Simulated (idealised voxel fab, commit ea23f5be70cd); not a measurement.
The process module that follows is named voxel capacitor over wiring.
Each square cell in cross-section cut measures 5 nm, and the section as a whole is 240 nm wide.
We lay out every cross-section as a grid of square cells and spell it out in bands from the top down, where one band means one or more rows of cells. Heights first: top, then bottom, in nm. Then materials, left to right, each with a width in nm. "all across" on a single material: fills the band edge to edge. "blank": empty space. For the purposes of this specification, 0 denotes the height below which the wafer in its as-received condition is composed wholly of one material, and the lowermost band, lacking a lower limit, extends downward without end, as expressed in "0 down". Per-row width for "30..40": begins at first number (top row of band), ends at second number (bottom row), increment between rows held constant. You'll sometimes find "same as before" written for a step, and that's the way of saying that nowhere in the cross-section did a cell change during that step. If an empty space has no open way to the top and is at least 8 cells in size, "Catalogued sealed voids" lists it, written width x height at distance, where distance is measured from the left edge and every value is in nm. The remark found on a step's line after its settings is issued by the simulator itself and pertains to that step. Each step line may optionally specify "overlay nm", which for a step with a mask gives the rightward distance between the mask's planned place and where it lay, a negative value indicating the leftward direction.
The planned process steps are enumerated hereunder:
| 1 | RECEIVE [material Si] |
| 2 | CONFORMAL_DEP [material SiO2] [thk nm 10] |
| 3 | CONFORMAL_DEP [material SiN] [thk nm 5] |
| 4 | DIRECTIONAL_DEP [material SiO2] [thk nm 15] |
| 5 | PATTERN [tone open] [mask id METAL_1] [material resist] [width nm 30] [pitch nm 80] [thk nm 15] [overlay nm 0] |
| 6 | DIRECTIONAL_ETCH [etch materials SiO2] [depth nm 15] |
| 7 | DIRECTIONAL_ETCH [etch materials SiN] [depth nm 5] |
| 8 | STRIP [etch materials resist] |
| 9 | CONFORMAL_DEP [material TiN] [thk nm 5] |
| 10 | FILL_DEP [material Cu] [thk nm 5] |
| 11 | CMP [height nm 30] |
| 12 | EPI [material Ru] [thk nm 5] |
| 13 | FILL_DEP [material SiCN] [thk nm 5] |
| 14 | DIRECTIONAL_DEP [material SiO2] [thk nm 15] |
| 15 | DIRECTIONAL_DEP [material aC] [thk nm 15] |
| 16 | PATTERN [tone open] [mask id PLUG_1] [material resist] [width nm 15] [thk nm 30] [overlay nm 0] |
| 17 | DIRECTIONAL_ETCH [etch materials aC] [depth nm 15] |
| 18 | STRIP [etch materials resist] |
| 19 | DIRECTIONAL_ETCH [etch materials SiO2] [depth nm 15] |
| 20 | DIRECTIONAL_ETCH [etch materials SiCN] [depth nm 5] |
| 21 | STRIP [etch materials aC] |
| 22 | CONFORMAL_DEP [material TiN] [thk nm 5] |
| 23 | FILL_DEP [material W] [thk nm 10] |
| 24 | CMP [height nm 55] |
| 25 | DIRECTIONAL_DEP [material TiN] [thk nm 10] |
| 26 | DIRECTIONAL_DEP [material Al2O3] [thk nm 5] |
| 27 | DIRECTIONAL_DEP [material TiN] [thk nm 5] |
| 28 | MASKED_ETCH [tone cover] [mask id UPPER_PLATE] [width nm 55] [etch materials TiN] [depth nm 5] [overlay nm 0] |
| 29 | MASKED_ETCH [tone cover] [mask id UPPER_PLATE] [width nm 55] [etch materials Al2O3] [depth nm 5] [overlay nm 0] |
| 30 | MASKED_ETCH [tone cover] [mask id LOWER_PLATE] [width nm 65] [etch materials TiN] [depth nm 10] [overlay nm 0] |
| 31 | FILL_DEP [material SiO2] [thk nm 20] |
| 32 | CMP [height nm 90] |
| 33 | DIRECTIONAL_DEP [material aC] [thk nm 15] |
| 34 | PATTERN [tone open] [mask id PLUG_2] [material resist] [width nm 15] [thk nm 35] [overlay nm 0] |
| 35 | DIRECTIONAL_ETCH [etch materials aC] [depth nm 15] |
| 36 | STRIP [etch materials resist] |
| 37 | DIRECTIONAL_ETCH [etch materials SiO2] [depth nm 15] |
| 38 | STRIP [etch materials aC] |
| 39 | CONFORMAL_DEP [material TiN] [thk nm 5] |
| 40 | FILL_DEP [material Ru] [thk nm 5] |
| 41 | CMP [height nm 90] |
| 42 | CONFORMAL_DEP [material SiN] [thk nm 5] |
The following pertains to the first of two wafers, which was processed as planned:
Incoming wafer in cross-section (state: after step 1):
	0 down: Si all across
	Catalogued sealed voids: none
Wafer xsec, post step 2:
	10 to 0: SiO2 all across
	Below 0, no change.
Wafer xsec, post step 3:
	15 to 10: SiN all across
	Below 10, no change.
Wafer xsec, post step 4:
	30 to 15: SiO2 all across
	Below 15, no change.
Wafer xsec, post step 5:
	45 to 30: 65 of resist; 30 of blank; 50 of resist; 30 of blank; 65 of resist
	Below 30, no change.
Wafer xsec, post step 6:
	45 to 30: 65 of resist; 30 of blank; 50 of resist; 30 of blank; 65 of resist
	30 to 15: 65 of SiO2; 30 of blank; 50 of SiO2; 30 of blank; 65 of SiO2
	Below 15, no change.
Wafer xsec, post step 7:
	45 to 30: 65 of resist; 30 of blank; 50 of resist; 30 of blank; 65 of resist
	30 to 15: 65 of SiO2; 30 of blank; 50 of SiO2; 30 of blank; 65 of SiO2
	15 to 10: 65 of SiN; 30 of blank; 50 of SiN; 30 of blank; 65 of SiN
	Below 10, no change.
Wafer xsec, post step 8:
	30 to 15: 65 of SiO2; 30 of blank; 50 of SiO2; 30 of blank; 65 of SiO2
	Below 15, no change.
Wafer xsec, post step 9:
	35 to 30: 70 of TiN; 20 of blank; 60 of TiN; 20 of blank; 70 of TiN
	30 to 15: 65 of SiO2; 5 of TiN; 20 of blank; 5 of TiN; 50 of SiO2; 5 of TiN; 20 of blank; 5 of TiN; 65 of SiO2
	15 to 10: 65 of SiN; 30 of TiN; 50 of SiN; 30 of TiN; 65 of SiN
	Below 10, no change.
Wafer xsec, post step 10:
	40 to 35: Cu all across
	35 to 30: 70 of TiN; 20 of Cu; 60 of TiN; 20 of Cu; 70 of TiN
	30 to 15: 65 of SiO2; 5 of TiN; 20 of Cu; 5 of TiN; 50 of SiO2; 5 of TiN; 20 of Cu; 5 of TiN; 65 of SiO2
	Below 15, no change.
Wafer xsec, post step 11:
	30 to 15: 65 of SiO2; 5 of TiN; 20 of Cu; 5 of TiN; 50 of SiO2; 5 of TiN; 20 of Cu; 5 of TiN; 65 of SiO2
	Below 15, no change.
Wafer xsec, post step 12:
	35 to 30: 60 of blank; 40 of Ru; 40 of blank; 40 of Ru; 60 of blank
	Below 30, no change.
Wafer xsec, post step 13:
	40 to 35: SiCN all across
	35 to 30: 60 of SiCN; 40 of Ru; 40 of SiCN; 40 of Ru; 60 of SiCN
	Below 30, no change.
Wafer xsec, post step 14:
	55 to 40: SiO2 all across
	Below 40, no change.
Wafer xsec, post step 15:
	70 to 55: aC all across
	Below 55, no change.
Wafer xsec, post step 16:
	100 to 70: 80 of resist; 15 of blank; 145 of resist
	Below 70, no change.
Wafer xsec, post step 17:
	85 to 70: 80 of resist; 15 of blank; 145 of resist
	70 to 55: 80 of aC; 15 of blank; 145 of aC
	Below 55, no change.
Wafer xsec, post step 18:
	70 to 55: 80 of aC; 15 of blank; 145 of aC
	Below 55, no change.
Wafer xsec, post step 19:
	70 to 55: 80 of aC; 15 of blank; 145 of aC
	55 to 40: 80 of SiO2; 15 of blank; 145 of SiO2
	Below 40, no change.
Wafer xsec, post step 20:
	70 to 55: 80 of aC; 15 of blank; 145 of aC
	55 to 40: 80 of SiO2; 15 of blank; 145 of SiO2
	40 to 35: 80 of SiCN; 15 of blank; 145 of SiCN
	Below 35, no change.
Wafer xsec, post step 21:
	55 to 40: 80 of SiO2; 15 of blank; 145 of SiO2
	Below 40, no change.
Wafer xsec, post step 22:
	60 to 55: 85 of TiN; 5 of blank; 150 of TiN
	55 to 40: 80 of SiO2; 5 of TiN; 5 of blank; 5 of TiN; 145 of SiO2
	40 to 35: 80 of SiCN; 15 of TiN; 145 of SiCN
	Below 35, no change.
Wafer xsec, post step 23:
	70 to 60: W all across
	60 to 55: 85 of TiN; 5 of W; 150 of TiN
	55 to 40: 80 of SiO2; 5 of TiN; 5 of W; 5 of TiN; 145 of SiO2
	Below 40, no change.
Wafer xsec, post step 24:
	55 to 40: 80 of SiO2; 5 of TiN; 5 of W; 5 of TiN; 145 of SiO2
	Below 40, no change.
Wafer xsec, post step 25:
	65 to 55: TiN all across
	Below 55, no change.
Wafer xsec, post step 26:
	70 to 65: Al2O3 all across
	Below 65, no change.
Wafer xsec, post step 27:
	75 to 70: TiN all across
	Below 70, no change.
Wafer xsec, post step 28:
	75 to 70: 80 of blank; 55 of TiN; 105 of blank
	Below 70, no change.
Wafer xsec, post step 29:
	75 to 70: 80 of blank; 55 of TiN; 105 of blank
	70 to 65: 80 of blank; 55 of Al2O3; 105 of blank
	Below 65, no change.
Wafer xsec, post step 30:
	75 to 70: 80 of blank; 55 of TiN; 105 of blank
	70 to 65: 80 of blank; 55 of Al2O3; 105 of blank
	65 to 55: 75 of blank; 65 of TiN; 100 of blank
	Below 55, no change.
Wafer xsec, post step 31:
	95 to 75: SiO2 all across
	75 to 70: 80 of SiO2; 55 of TiN; 105 of SiO2
	70 to 65: 80 of SiO2; 55 of Al2O3; 105 of SiO2
	65 to 55: 75 of SiO2; 65 of TiN; 100 of SiO2
	Below 55, no change.
Wafer xsec, post step 32:
	90 to 75: SiO2 all across
	Below 75, no change.
Wafer xsec, post step 33:
	105 to 90: aC all across
	Below 90, no change.
Wafer xsec, post step 34:
	140 to 105: 90 of resist; 15 of blank; 135 of resist
	Below 105, no change.
Wafer xsec, post step 35:
	125 to 105: 90 of resist; 15 of blank; 135 of resist
	105 to 90: 90 of aC; 15 of blank; 135 of aC
	Below 90, no change.
Wafer xsec, post step 36:
	105 to 90: 90 of aC; 15 of blank; 135 of aC
	Below 90, no change.
Wafer xsec, post step 37:
	105 to 90: 90 of aC; 15 of blank; 135 of aC
	90 to 75: 90 of SiO2; 15 of blank; 135 of SiO2
	Below 75, no change.
Wafer xsec, post step 38:
	90 to 75: 90 of SiO2; 15 of blank; 135 of SiO2
	Below 75, no change.
Wafer xsec, post step 39:
	95 to 90: 95 of TiN; 5 of blank; 140 of TiN
	90 to 80: 90 of SiO2; 5 of TiN; 5 of blank; 5 of TiN; 135 of SiO2
	80 to 70: 90..80 of SiO2; 15..55 of TiN; 135..105 of SiO2
	Below 70, no change.
Wafer xsec, post step 40:
	100 to 95: Ru all across
	95 to 90: 95 of TiN; 5 of Ru; 140 of TiN
	90 to 80: 90 of SiO2; 5 of TiN; 5 of Ru; 5 of TiN; 135 of SiO2
	Below 80, no change.
Wafer xsec, post step 41:
	90 to 80: 90 of SiO2; 5 of TiN; 5 of Ru; 5 of TiN; 135 of SiO2
	Below 80, no change.
Wafer xsec, post step 42:
	95 to 90: SiN all across
	Below 90, no change.
The second wafer began exactly as the first did and followed the same plan, but one mistake was made while running it; through step 15 inclusive, the two wafers are identical:
At the planned end of step 16, the second wafer in cross-section:
	100 to 70: 85 of resist; 15 of blank; 140 of resist
	Below 70, no change.
At the planned end of step 17, the second wafer in cross-section:
	85 to 70: 85 of resist; 15 of blank; 140 of resist
	70 to 55: 85 of aC; 15 of blank; 140 of aC
	Below 55, no change.
At the planned end of step 18, the second wafer in cross-section:
	70 to 55: 85 of aC; 15 of blank; 140 of aC
	Below 55, no change.
At the planned end of step 19, the second wafer in cross-section:
	70 to 55: 85 of aC; 15 of blank; 140 of aC
	55 to 40: 85 of SiO2; 15 of blank; 140 of SiO2
	Below 40, no change.
At the planned end of step 20, the second wafer in cross-section:
	70 to 55: 85 of aC; 15 of blank; 140 of aC
	55 to 40: 85 of SiO2; 15 of blank; 140 of SiO2
	40 to 35: 85 of SiCN; 15 of blank; 140 of SiCN
	Below 35, no change.
At the planned end of step 21, the second wafer in cross-section:
	55 to 40: 85 of SiO2; 15 of blank; 140 of SiO2
	Below 40, no change.
At the planned end of step 22, the second wafer in cross-section:
	60 to 55: 90 of TiN; 5 of blank; 145 of TiN
	55 to 40: 85 of SiO2; 5 of TiN; 5 of blank; 5 of TiN; 140 of SiO2
	40 to 35: 85 of SiCN; 15 of TiN; 140 of SiCN
	Below 35, no change.
At the planned end of step 23, the second wafer in cross-section:
	70 to 60: W all across
	60 to 55: 90 of TiN; 5 of W; 145 of TiN
	55 to 40: 85 of SiO2; 5 of TiN; 5 of W; 5 of TiN; 140 of SiO2
	Below 40, no change.
At the planned end of step 24, the second wafer in cross-section:
	55 to 40: 85 of SiO2; 5 of TiN; 5 of W; 5 of TiN; 140 of SiO2
	Below 40, no change.
At the planned end of step 25, the second wafer in cross-section:
	65 to 55: TiN all across
	Below 55, no change.
At the planned end of step 26, the second wafer in cross-section:
	70 to 65: Al2O3 all across
	Below 65, no change.
At the planned end of step 27, the second wafer in cross-section:
	75 to 70: TiN all across
	Below 70, no change.
At the planned end of step 28, the second wafer in cross-section:
	75 to 70: 80 of blank; 55 of TiN; 105 of blank
	Below 70, no change.
At the planned end of step 29, the second wafer in cross-section:
	75 to 70: 80 of blank; 55 of TiN; 105 of blank
	70 to 65: 80 of blank; 55 of Al2O3; 105 of blank
	Below 65, no change.
At the planned end of step 30, the second wafer in cross-section:
	75 to 70: 80 of blank; 55 of TiN; 105 of blank
	70 to 65: 80 of blank; 55 of Al2O3; 105 of blank
	65 to 55: 75 of blank; 65 of TiN; 100 of blank
	Below 55, no change.
At the planned end of step 31, the second wafer in cross-section:
	95 to 75: SiO2 all across
	75 to 70: 80 of SiO2; 55 of TiN; 105 of SiO2
	70 to 65: 80 of SiO2; 55 of Al2O3; 105 of SiO2
	65 to 55: 75 of SiO2; 65 of TiN; 100 of SiO2
	Below 55, no change.
At the planned end of step 32, the second wafer in cross-section:
	90 to 75: SiO2 all across
	Below 75, no change.
At the planned end of step 33, the second wafer in cross-section:
	105 to 90: aC all across
	Below 90, no change.
At the planned end of step 34, the second wafer in cross-section:
	140 to 105: 90 of resist; 15 of blank; 135 of resist
	Below 105, no change.
At the planned end of step 35, the second wafer in cross-section:
	125 to 105: 90 of resist; 15 of blank; 135 of resist
	105 to 90: 90 of aC; 15 of blank; 135 of aC
	Below 90, no change.
At the planned end of step 36, the second wafer in cross-section:
	105 to 90: 90 of aC; 15 of blank; 135 of aC
	Below 90, no change.
At the planned end of step 37, the second wafer in cross-section:
	105 to 90: 90 of aC; 15 of blank; 135 of aC
	90 to 75: 90 of SiO2; 15 of blank; 135 of SiO2
	Below 75, no change.
At the planned end of step 38, the second wafer in cross-section:
	90 to 75: 90 of SiO2; 15 of blank; 135 of SiO2
	Below 75, no change.
At the planned end of step 39, the second wafer in cross-section:
	95 to 90: 95 of TiN; 5 of blank; 140 of TiN
	90 to 80: 90 of SiO2; 5 of TiN; 5 of blank; 5 of TiN; 135 of SiO2
	80 to 70: 90..80 of SiO2; 15..55 of TiN; 135..105 of SiO2
	Below 70, no change.
At the planned end of step 40, the second wafer in cross-section:
	100 to 95: Ru all across
	95 to 90: 95 of TiN; 5 of Ru; 140 of TiN
	90 to 80: 90 of SiO2; 5 of TiN; 5 of Ru; 5 of TiN; 135 of SiO2
	Below 80, no change.
At the planned end of step 41, the second wafer in cross-section:
	90 to 80: 90 of SiO2; 5 of TiN; 5 of Ru; 5 of TiN; 135 of SiO2
	Below 80, no change.
At the planned end of step 42, the second wafer in cross-section:
	95 to 90: SiN all across
	Below 90, no change.
Processing error: not per plan at step 16, really ran PATTERN [tone open] [mask id PLUG_1] [material resist] [width nm 15] [thk nm 30] [overlay nm 5]
At the close, every material occupies the same number of cells on the second wafer as on the first, only in different positions.
